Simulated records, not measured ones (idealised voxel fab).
The document below concerns the process module designated voxel ribs on slabs.
Section shown: cut. Width: 235 nm. Cell size: 5 nm, square.
In this document a cross-section is written as a grid of square cells. It is given as a series of bands, listed from the top down, and a band is one or more rows of cells. A band entry consists of two parts. The first gives the height of the band's top and the height of its bottom, in nm. The rest lists the band's materials from left to right, each with its width in nm. A single material labelled with the word "everywhere" fills the band from edge to edge, and the word "air" marks empty space. Heights are expressed relative to 0, this being the level below which the as-received wafer comprises one material exclusively. The lowest band is unbounded in the downward direction and is denoted as in "0..down". A width given as "30 to 40" starts at the first number in the band's top row and ends at the second number in its bottom row, shifting by an equal amount at every step from row to row. Step marked "no alterations made"? Then no cell in the cross-section changed in it. In "Closed cavity list" the enclosed voids are listed, meaning empty spaces of 8 cells or larger without any opening to the top. The form is width x height at distance, distance from the left edge, units nm. Whatever follows a step's settings on its line is a remark the simulator itself makes about that step. overlay nm: how far to the right of its planned place the mask lay on this masked step (negative: to the left).
[List of planned process steps]
1) RECEIVE [material Si]
2) DIRECTIONAL_DEP [material SiO2] [thk nm 25]
3) DIRECTIONAL_DEP [material polySi] [thk nm 25]
4) DIRECTIONAL_DEP [material aC] [thk nm 15]
5) PATTERN [tone cover] [mask id RIB] [material resist] [width nm 20] [thk nm 30] [overlay nm 0]
6) DIRECTIONAL_ETCH [etch materials aC] [depth nm 15]
7) STRIP [etch materials resist]
8) DIRECTIONAL_ETCH [etch materials polySi] [depth nm 15]
9) STRIP [etch materials aC]
10) PATTERN [tone cover] [mask id SLAB] [material resist] [width nm 60] [thk nm 20] [overlay nm 0]
11) DIRECTIONAL_ETCH [etch materials polySi] [depth nm 10]
12) STRIP [etch materials resist]
13) FILL_DEP [material SiO2] [thk nm 20]
14) CMP [height nm 65]
15) DIRECTIONAL_DEP [material W] [thk nm 10]
16) MASKED_ETCH [tone cover] [mask id HEATER] [width nm 30] [etch materials W] [depth nm 10] [overlay nm 0]
17) CONFORMAL_DEP [material SiN] [thk nm 10]
[Cross-section of the wafer upon arrival, representing the state reached after step 1]
  0..down = Si everywhere
  Closed cavity list: none
[Cross-sectional image of the first of two wafers at the end of the module, the run having proceeded as planned]
  85..75 = 90 air / 50 SiN / 95 air
  75..65 = 100 SiN / 30 W / 105 SiN
  65..50 = SiO2 everywhere
  50..35 = 105 SiO2 / 20 polySi / 110 SiO2
  35..25 = 85 SiO2 / 60 polySi / 90 SiO2
  25..0 = SiO2 everywhere
  0..down = Si everywhere
  Closed cavity list: none
[This is the second of the two wafers, cross-sectioned at the end of the module; it started exactly like the first and was given the same plan, but it was run with one mistake]
  85..75 = 90 air / 50 SiN / 95 air
  75..65 = 100 SiN / 30 W / 105 SiN
  65..60 = SiO2 everywhere
  60..45 = 105 SiO2 / 20 polySi / 110 SiO2
  45..35 = 85 SiO2 / 60 polySi / 90 SiO2
  35..25 = polySi everywhere
  25..0 = SiO2 everywhere
  0..down = Si everywhere
  Closed cavity list: none
Processing error: note that step 3 departed from the planned setting and was carried out as DIRECTIONAL_DEP [material polySi] [thk nm 35]
Once processing is complete, comparing cell counts shows that the second wafer has more or fewer of certain materials than the first: 94 fewer of SiO2, 94 more of polySi
